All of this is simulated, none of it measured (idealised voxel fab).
Title: Process Module voxel lift off
290 nm wide, 5 nm square cells: that's cross-section cut.
Cross-section spec: square-cell grid; bands listed top down; each band is one or more rows.
It is stipulated that each band's entry specify, in nanometres, the height of the top of the band and then that of its bottom, followed by the materials of the band in left-to-right sequence, each together with its width in nanometres. A single material marked by the word "throughout" is understood to fill the band from edge to edge; the word "air" is understood to denote empty space.
All heights in this document are referenced to 0, defined as the level beneath which the wafer, as received, consists entirely of one material. The lowest band is not bounded below; it extends indefinitely downward and is written in the form "z 0 and below".
Width: "30->40" (first number = top row, second number = bottom row, same change from row to row of cells).
For the purposes of this document, the phrase "stayed the same" attached to a step denotes that no cell within the cross-section was modified by that step.
"Closed cavity list" lists enclosed empty spaces (at least 8 cells, no open path upward to the top), each as width x height at distance from the left edge, in nm.
The remark found on a step's line after its settings is issued by the simulator itself and pertains to that step.
overlay nm, on a step with a mask: how far to the right of its planned place the mask lay; to the left if negative

**Set out below are the planned steps of the process**
1,RECEIVE: material Si
2,CONFORMAL_DEP: material SiN, thk nm 15
3,PATTERN: tone open, mask id LINES, material resist, width nm 15, pitch nm 35, thk nm 15, overlay nm 0
4,DIRECTIONAL_DEP: material Ru, thk nm 5
5,STRIP: etch materials resist
6,CONFORMAL_DEP: material SiCN, thk nm 10

**Cross-sectional view of the wafer in its as-received condition, corresponding to the state after step 1**
	z 0 and below | Si throughout
	Closed cavity list: none

**Below is the wafer in cross-section after the module was completed. It began from the starting point shown above and followed the plan shown above, except that one mistake was made while running it**
	z 30 to 25 | 80 air, 140 SiCN, 70 air
	z 25 to 20 | SiCN throughout
	z 20 to 15 | 90 SiCN, 15 Ru, 20 SiCN, 15 Ru, 20 SiCN, 15 Ru, 20 SiCN, 15 Ru, 80 SiCN
	z 15 to 0 | SiN throughout
	z 0 and below | Si throughout
	Closed cavity list: none
Plan not followed: step 3 deviated from plan and actually ran as PATTERN: tone open, mask id LINES, material resist, width nm 15, pitch nm 35, thk nm 15, overlay nm 5
